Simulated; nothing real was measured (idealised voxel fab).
You're looking at the process module voxel released beams.
We display cut, a cross-section 185 nm in width whose square cells are each 5 nm.
Cross-section layout: square cells on a grid; listed as bands, top to bottom; a band spans one or more cell rows.
Each band's line starts with the height of the band's top and of its bottom, in nm. Then come its materials from left to right, each with its width in nm. One material with "all across" fills the band from edge to edge. "blank" is empty space.
Zero point of the height axis is 0; under it, received wafer = one material. Lowest band: continues down indefinitely, "0 nm and below".
A two-number width, for instance "30..40", indicates that the width is equal to the first number in the top row of the band and to the second number in the bottom row, and that it changes by a constant amount per row of cells.
The cross-section has no changed cell in any step marked "all unchanged".
Heads up: "Enclosed empty spaces" only lists the empty pockets with no open path to the top that are 8 cells or more, and it writes them as width x height at distance, distance from the left edge, in nm.
That trailing text on a step's line, after the settings, is the simulator's own remark on the step.
For masked steps, "overlay nm" on the step line gives how far right of plan the mask actually lay; a minus sign means it lay to the left.
**Planned step list for the process**
1 RECEIVE | material Si
2 CONFORMAL_DEP | material SiN | thk nm 5
3 DIRECTIONAL_DEP | material SiO2 | thk nm 15
4 PATTERN | tone open | mask id ANCHOR | material resist | width nm 30 | thk nm 20 | overlay nm 0
5 DIRECTIONAL_ETCH | etch materials SiO2 | depth nm 15
6 STRIP | etch materials resist
7 CONFORMAL_DEP | material TiN | thk nm 10
8 MASKED_ETCH | tone cover | mask id BEAM | width nm 95 | etch materials TiN | depth nm 10 | overlay nm 0
9 STRIP | etch materials SiO2
**Cross-section of the wafer at receipt, which is the condition after step 1**
- 0 nm and below | Si all across
- Enclosed empty spaces: none
**As-planned run: cross-section of the first of two wafers at end of module**
- 30 nm to 20 nm | 40 of blank, then 15 of TiN, then 10 of blank, then 70 of TiN, then 50 of blank
- 20 nm to 15 nm | 45 of blank, then 10 of TiN, then 10 of blank, then 10 of TiN, then 110 of blank
- 15 nm to 5 nm | 45 of blank, then 30 of TiN, then 110 of blank
- 5 nm to 0 nm | SiN all across
- 0 nm and below | Si all across
- Enclosed empty spaces: none
**second wafer at the end: like start, like plan, one mistake**
- 25 nm to 15 nm | 40 of blank, then 15 of TiN, then 10 of blank, then 70 of TiN, then 50 of blank
- 15 nm to 10 nm | 45 of blank, then 10 of TiN, then 10 of blank, then 10 of TiN, then 110 of blank
- 10 nm to 0 nm | 45 of blank, then 30 of TiN, then 110 of blank
- 0 nm and below | Si all across
- Enclosed empty spaces: none
Deviation from plan: not run: step 2 of the plan (skipped)
Materials where the second wafer ends with more or fewer cells than the first: 37 fewer of SiN
